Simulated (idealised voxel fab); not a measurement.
The following is a process module called voxel spacer lines.
Xsec cut, 250 nm wide, square cell size 5 nm.
Cross-section layout: square cells on a grid; listed as bands, top to bottom; a band spans one or more cell rows. Heights first: top, then bottom, in nm. Then materials, left to right, each with a width in nm. "throughout" on a single material: fills the band edge to edge. "empty": empty space. For the purposes of this specification, 0 denotes the height below which the wafer in its as-received condition is composed wholly of one material, and the lowermost band, lacking a lower limit, extends downward without end, as expressed in "from 0 down". Per-row width for "30->40": begins at first number (top row of band), ends at second number (bottom row), increment between rows held constant. Basically "changes: none" means that step didn't change any cell in the cross-section. "Entrapped voids" means: voids of 8 cells or more that are shut off from the top with no open way through. Written width x height at distance, distance from the left edge, in nm. after a step's settings: what the simulator itself notes on the step. If you see "overlay nm" on a step's line and that step has a mask, it's telling you how far right of where it was planned the mask ended up; a negative number means it went left instead.

Planned step list for the process:
1) RECEIVE (material Si)
2) CONFORMAL_DEP (material Al2O3; thk nm 10)
3) DIRECTIONAL_DEP (material SiN; thk nm 20)
4) DIRECTIONAL_DEP (material aC; thk nm 20)
5) PATTERN (tone cover; mask id MANDREL; material resist; width nm 15; pitch nm 50; thk nm 30; overlay nm 0)
6) DIRECTIONAL_ETCH (etch materials aC; depth nm 20)
7) STRIP (etch materials resist)
8) CONFORMAL_DEP (material SiO2; thk nm 10)
9) DIRECTIONAL_ETCH (etch materials SiO2; depth nm 10)
10) STRIP (etch materials aC)
11) DIRECTIONAL_ETCH (etch materials SiN; depth nm 20)
12) STRIP (etch materials SiO2)
13) FILL_DEP (material lowk; thk nm 5)
14) CMP (height nm 30)
For this document, wafers share an identical start and vary in the step 5 width nm; the plan quotes the first wafer's value.

Cross-section: the first of several wafers in its as-received state, i.e. following step 1:
	from 0 down  Si throughout
	Entrapped voids: none

Every row in this table is a wafer at the end of the module, and it gives, for each of the materials, the cells that wafer has gained (+) or lost (-) since it was received, then its closed voids:
width nm 15, +100 Al2O3, +48 SiN, +152 lowk, Entrapped voids: none
width nm 20, +100 Al2O3, +48 SiN, +152 lowk, Entrapped voids: none
width nm 25, +100 Al2O3, +48 SiN, +152 lowk, Entrapped voids: none
width nm 30, +100 Al2O3, +48 SiN, +152 lowk, Entrapped voids: none
